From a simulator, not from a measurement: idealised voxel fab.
process module | voxel gate over fins
Section shown: cut. Width: 260 nm. Cell size: 5 nm, square.
Each cross-section below is a grid of square cells, stated as bands in top-down order, with one or more rows of cells making up each band. Basically the band line says how high the top is and how high the bottom is, in nm, and then what's in it from left to right, every material with its width in nm. Empty space shows up as "blank", and if a single material carries "full width" it runs the full band edge to edge. A quick word on heights: they are counted from 0, and under that level the wafer as it came to us is one material throughout. The lowest band is different from the rest in having no bottom; it simply continues downward, written as in "0 -> down". Think of "30 to 40" as a width that walks from the first number to the second as you go down the band, top row to bottom row, taking equal-sized steps from row to row. Take "no change occurred" at face value: in the step it is given for, the cross-section changed in none of its cells. What "Closed-off voids" gives you is every empty space of 8 cells or more that is cut off from the top. Each appears as width x height at distance, with the distance taken from the left edge and width, height and distance all in nm. Post-settings text on a step line: simulator's own remark regarding the step. A step line may carry the setting "overlay nm", which, for steps involving a mask, states the distance by which the mask lay to the right of its intended position; negative values denote displacement to the left.
The following list gives the planned process steps
1) RECEIVE [material Si]
2) CONFORMAL_DEP [material SiN] [thk nm 5]
3) DIRECTIONAL_DEP [material aC] [thk nm 15]
4) PATTERN [tone cover] [mask id FINS] [material resist] [width nm 15] [pitch nm 40] [thk nm 30] [overlay nm 0]
5) DIRECTIONAL_ETCH [etch materials aC] [depth nm 15]
6) STRIP [etch materials resist]
7) DIRECTIONAL_ETCH [etch materials SiN] [depth nm 5]
8) DIRECTIONAL_ETCH [etch materials Si] [depth nm 35]
9) STRIP [etch materials aC]
10) OXIDIZE [depth nm 5]
11) FILL_DEP [material SiO2] [thk nm 10]
12) CMP [height nm 5]
13) SELECTIVE_ETCH [etch materials SiO2] [depth nm 15]
14) STRIP [etch materials SiN]
15) CONFORMAL_DEP [material HfO2] [thk nm 5]
16) CONFORMAL_DEP [material TiN] [thk nm 5]
17) FILL_DEP [material W] [thk nm 15]
18) CMP [height nm 20]
19) CONFORMAL_DEP [material SiCN] [thk nm 10]
The first of the two wafers, which ran as planned
Wafer at receipt (post step 1), cross-section
0 -> down: Si full width
Closed-off voids: none
So this is the wafer cross-section right after step 2
5 -> 0: SiN full width
For the remainder of the cross-section, below 0, there is no change.
So this is the wafer cross-section right after step 3
20 -> 5: aC full width
For the remainder of the cross-section, below 5, there is no change.
So this is the wafer cross-section right after step 4
50 -> 20: blank=60, resist=15, blank=25, resist=15, blank=25, resist=15, blank=25, resist=15, blank=65
For the remainder of the cross-section, below 20, there is no change.
So this is the wafer cross-section right after step 5
35 -> 20: blank=60, resist=15, blank=25, resist=15, blank=25, resist=15, blank=25, resist=15, blank=65
20 -> 5: blank=60, aC=15, blank=25, aC=15, blank=25, aC=15, blank=25, aC=15, blank=65
For the remainder of the cross-section, below 5, there is no change.
So this is the wafer cross-section right after step 6
20 -> 5: blank=60, aC=15, blank=25, aC=15, blank=25, aC=15, blank=25, aC=15, blank=65
For the remainder of the cross-section, below 5, there is no change.
So this is the wafer cross-section right after step 7
20 -> 5: blank=60, aC=15, blank=25, aC=15, blank=25, aC=15, blank=25, aC=15, blank=65
5 -> 0: blank=60, SiN=15, blank=25, SiN=15, blank=25, SiN=15, blank=25, SiN=15, blank=65
For the remainder of the cross-section, below 0, there is no change.
So this is the wafer cross-section right after step 8
20 -> 5: blank=60, aC=15, blank=25, aC=15, blank=25, aC=15, blank=25, aC=15, blank=65
5 -> 0: blank=60, SiN=15, blank=25, SiN=15, blank=25, SiN=15, blank=25, SiN=15, blank=65
0 -> -35: blank=60, Si=15, blank=25, Si=15, blank=25, Si=15, blank=25, Si=15, blank=65
For the remainder of the cross-section, below -35, there is no change.
So this is the wafer cross-section right after step 9
5 -> 0: blank=60, SiN=15, blank=25, SiN=15, blank=25, SiN=15, blank=25, SiN=15, blank=65
For the remainder of the cross-section, below 0, there is no change.
So this is the wafer cross-section right after step 10
5 -> 0: blank=60, SiN=15, blank=25, SiN=15, blank=25, SiN=15, blank=25, SiN=15, blank=65
0 -> -35: blank=60, SiO2=5, Si=5, SiO2=5, blank=25, SiO2=5, Si=5, SiO2=5, blank=25, SiO2=5, Si=5, SiO2=5, blank=25, SiO2=5, Si=5, SiO2=5, blank=65
-35 -> -40: SiO2=65, Si=5, SiO2=35, Si=5, SiO2=35, Si=5, SiO2=35, Si=5, SiO2=70
For the remainder of the cross-section, below -40, there is no change.
So this is the wafer cross-section right after step 11
15 -> 5: SiO2 full width
5 -> 0: SiO2=60, SiN=15, SiO2=25, SiN=15, SiO2=25, SiN=15, SiO2=25, SiN=15, SiO2=65
0 -> -40: SiO2=65, Si=5, SiO2=35, Si=5, SiO2=35, Si=5, SiO2=35, Si=5, SiO2=70
For the remainder of the cross-section, below -40, there is no change.
So this is the wafer cross-section right after step 12
5 -> 0: SiO2=60, SiN=15, SiO2=25, SiN=15, SiO2=25, SiN=15, SiO2=25, SiN=15, SiO2=65
For the remainder of the cross-section, below 0, there is no change.
So this is the wafer cross-section right after step 13
5 -> 0: blank=60, SiN=15, blank=25, SiN=15, blank=25, SiN=15, blank=25, SiN=15, blank=65
0 -> -10: blank=65, Si=5, blank=35, Si=5, blank=35, Si=5, blank=35, Si=5, blank=70
For the remainder of the cross-section, below -10, there is no change.
So this is the wafer cross-section right after step 14
0 -> -10: blank=65, Si=5, blank=35, Si=5, blank=35, Si=5, blank=35, Si=5, blank=70
For the remainder of the cross-section, below -10, there is no change.
So this is the wafer cross-section right after step 15
5 -> 0: blank=60, HfO2=15, blank=25, HfO2=15, blank=25, HfO2=15, blank=25, HfO2=15, blank=65
0 -> -5: blank=60, HfO2=5, Si=5, HfO2=5, blank=25, HfO2=5, Si=5, HfO2=5, blank=25, HfO2=5, Si=5, HfO2=5, blank=25, HfO2=5, Si=5, HfO2=5, blank=65
-5 -> -10: HfO2=65, Si=5, HfO2=35, Si=5, HfO2=35, Si=5, HfO2=35, Si=5, HfO2=70
For the remainder of the cross-section, below -10, there is no change.
So this is the wafer cross-section right after step 16
10 -> 5: blank=55, TiN=25, blank=15, TiN=25, blank=15, TiN=25, blank=15, TiN=25, blank=60
5 -> 0: blank=55, TiN=5, HfO2=15, TiN=5, blank=15, TiN=5, HfO2=15, TiN=5, blank=15, TiN=5, HfO2=15, TiN=5, blank=15, TiN=5, HfO2=15, TiN=5, blank=60
0 -> -5: TiN=60, HfO2=5, Si=5, HfO2=5, TiN=25, HfO2=5, Si=5, HfO2=5, TiN=25, HfO2=5, Si=5, HfO2=5, TiN=25, HfO2=5, Si=5, HfO2=5, TiN=65
For the remainder of the cross-section, below -5, there is no change.
So this is the wafer cross-section right after step 17
25 -> 10: W full width
10 -> 5: W=55, TiN=25, W=15, TiN=25, W=15, TiN=25, W=15, TiN=25, W=60
5 -> 0: W=55, TiN=5, HfO2=15, TiN=5, W=15, TiN=5, HfO2=15, TiN=5, W=15, TiN=5, HfO2=15, TiN=5, W=15, TiN=5, HfO2=15, TiN=5, W=60
For the remainder of the cross-section, below 0, there is no change.
So this is the wafer cross-section right after step 18
20 -> 10: W full width
For the remainder of the cross-section, below 10, there is no change.
So this is the wafer cross-section right after step 19
30 -> 20: SiCN full width
For the remainder of the cross-section, below 20, there is no change.
Companion wafer, the second of two: same beginning, same intended sequence, one mistake in carrying it out; through step 3 inclusive it tracks the first exactly
Cross-section of the second wafer corresponding to the planned conclusion of step 4
50 -> 20: blank=60, resist=20, blank=20, resist=20, blank=20, resist=20, blank=20, resist=20, blank=60
For the remainder of the cross-section, below 20, there is no change.
Cross-section of the second wafer corresponding to the planned conclusion of step 5
35 -> 20: blank=60, resist=20, blank=20, resist=20, blank=20, resist=20, blank=20, resist=20, blank=60
20 -> 5: blank=60, aC=20, blank=20, aC=20, blank=20, aC=20, blank=20, aC=20, blank=60
For the remainder of the cross-section, below 5, there is no change.
Cross-section of the second wafer corresponding to the planned conclusion of step 6
20 -> 5: blank=60, aC=20, blank=20, aC=20, blank=20, aC=20, blank=20, aC=20, blank=60
For the remainder of the cross-section, below 5, there is no change.
Cross-section of the second wafer corresponding to the planned conclusion of step 7
20 -> 5: blank=60, aC=20, blank=20, aC=20, blank=20, aC=20, blank=20, aC=20, blank=60
5 -> 0: blank=60, SiN=20, blank=20, SiN=20, blank=20, SiN=20, blank=20, SiN=20, blank=60
For the remainder of the cross-section, below 0, there is no change.
Cross-section of the second wafer corresponding to the planned conclusion of step 8
20 -> 5: blank=60, aC=20, blank=20, aC=20, blank=20, aC=20, blank=20, aC=20, blank=60
5 -> 0: blank=60, SiN=20, blank=20, SiN=20, blank=20, SiN=20, blank=20, SiN=20, blank=60
0 -> -35: blank=60, Si=20, blank=20, Si=20, blank=20, Si=20, blank=20, Si=20, blank=60
For the remainder of the cross-section, below -35, there is no change.
Cross-section of the second wafer corresponding to the planned conclusion of step 9
5 -> 0: blank=60, SiN=20, blank=20, SiN=20, blank=20, SiN=20, blank=20, SiN=20, blank=60
For the remainder of the cross-section, below 0, there is no change.
Cross-section of the second wafer corresponding to the planned conclusion of step 10
5 -> 0: blank=60, SiN=20, blank=20, SiN=20, blank=20, SiN=20, blank=20, SiN=20, blank=60
0 -> -35: blank=60, SiO2=5, Si=10, SiO2=5, blank=20, SiO2=5, Si=10, SiO2=5, blank=20, SiO2=5, Si=10, SiO2=5, blank=20, SiO2=5, Si=10, SiO2=5, blank=60
-35 -> -40: SiO2=65, Si=10, SiO2=30, Si=10, SiO2=30, Si=10, SiO2=30, Si=10, SiO2=65
For the remainder of the cross-section, below -40, there is no change.
Cross-section of the second wafer corresponding to the planned conclusion of step 11
15 -> 5: SiO2 full width
5 -> 0: SiO2=60, SiN=20, SiO2=20, SiN=20, SiO2=20, SiN=20, SiO2=20, SiN=20, SiO2=60
0 -> -40: SiO2=65, Si=10, SiO2=30, Si=10, SiO2=30, Si=10, SiO2=30, Si=10, SiO2=65
For the remainder of the cross-section, below -40, there is no change.
Cross-section of the second wafer corresponding to the planned conclusion of step 12
5 -> 0: SiO2=60, SiN=20, SiO2=20, SiN=20, SiO2=20, SiN=20, SiO2=20, SiN=20, SiO2=60
For the remainder of the cross-section, below 0, there is no change.
Cross-section of the second wafer corresponding to the planned conclusion of step 13
5 -> 0: blank=60, SiN=20, blank=20, SiN=20, blank=20, SiN=20, blank=20, SiN=20, blank=60
0 -> -10: blank=65, Si=10, blank=30, Si=10, blank=30, Si=10, blank=30, Si=10, blank=65
For the remainder of the cross-section, below -10, there is no change.
Cross-section of the second wafer corresponding to the planned conclusion of step 14
0 -> -10: blank=65, Si=10, blank=30, Si=10, blank=30, Si=10, blank=30, Si=10, blank=65
For the remainder of the cross-section, below -10, there is no change.
Cross-section of the second wafer corresponding to the planned conclusion of step 15
5 -> 0: blank=60, HfO2=20, blank=20, HfO2=20, blank=20, HfO2=20, blank=20, HfO2=20, blank=60
0 -> -5: blank=60, HfO2=5, Si=10, HfO2=5, blank=20, HfO2=5, Si=10, HfO2=5, blank=20, HfO2=5, Si=10, HfO2=5, blank=20, HfO2=5, Si=10, HfO2=5, blank=60
-5 -> -10: HfO2=65, Si=10, HfO2=30, Si=10, HfO2=30, Si=10, HfO2=30, Si=10, HfO2=65
For the remainder of the cross-section, below -10, there is no change.
Cross-section of the second wafer corresponding to the planned conclusion of step 16
10 -> 5: blank=55, TiN=30, blank=10, TiN=30, blank=10, TiN=30, blank=10, TiN=30, blank=55
5 -> 0: blank=55, TiN=5, HfO2=20, TiN=5, blank=10, TiN=5, HfO2=20, TiN=5, blank=10, TiN=5, HfO2=20, TiN=5, blank=10, TiN=5, HfO2=20, TiN=5, blank=55
0 -> -5: TiN=60, HfO2=5, Si=10, HfO2=5, TiN=20, HfO2=5, Si=10, HfO2=5, TiN=20, HfO2=5, Si=10, HfO2=5, TiN=20, HfO2=5, Si=10, HfO2=5, TiN=60
For the remainder of the cross-section, below -5, there is no change.
Cross-section of the second wafer corresponding to the planned conclusion of step 17
25 -> 10: W full width
10 -> 5: W=55, TiN=30, W=10, TiN=30, W=10, TiN=30, W=10, TiN=30, W=55
5 -> 0: W=55, TiN=5, HfO2=20, TiN=5, W=10, TiN=5, HfO2=20, TiN=5, W=10, TiN=5, HfO2=20, TiN=5, W=10, TiN=5, HfO2=20, TiN=5, W=55
For the remainder of the cross-section, below 0, there is no change.
Cross-section of the second wafer corresponding to the planned conclusion of step 18
20 -> 10: W full width
For the remainder of the cross-section, below 10, there is no change.
Cross-section of the second wafer corresponding to the planned conclusion of step 19
30 -> 20: SiCN full width
For the remainder of the cross-section, below 20, there is no change.
what went wrong: step 4 was not run as planned; what actually ran was PATTERN [tone cover] [mask id FINS] [material resist] [width nm 20] [pitch nm 40] [thk nm 30] [overlay nm 0]
The final cell counts differ between the wafers, with the second having more or fewer of some materials than the first: +32 Si; -24 SiO2; -8 W
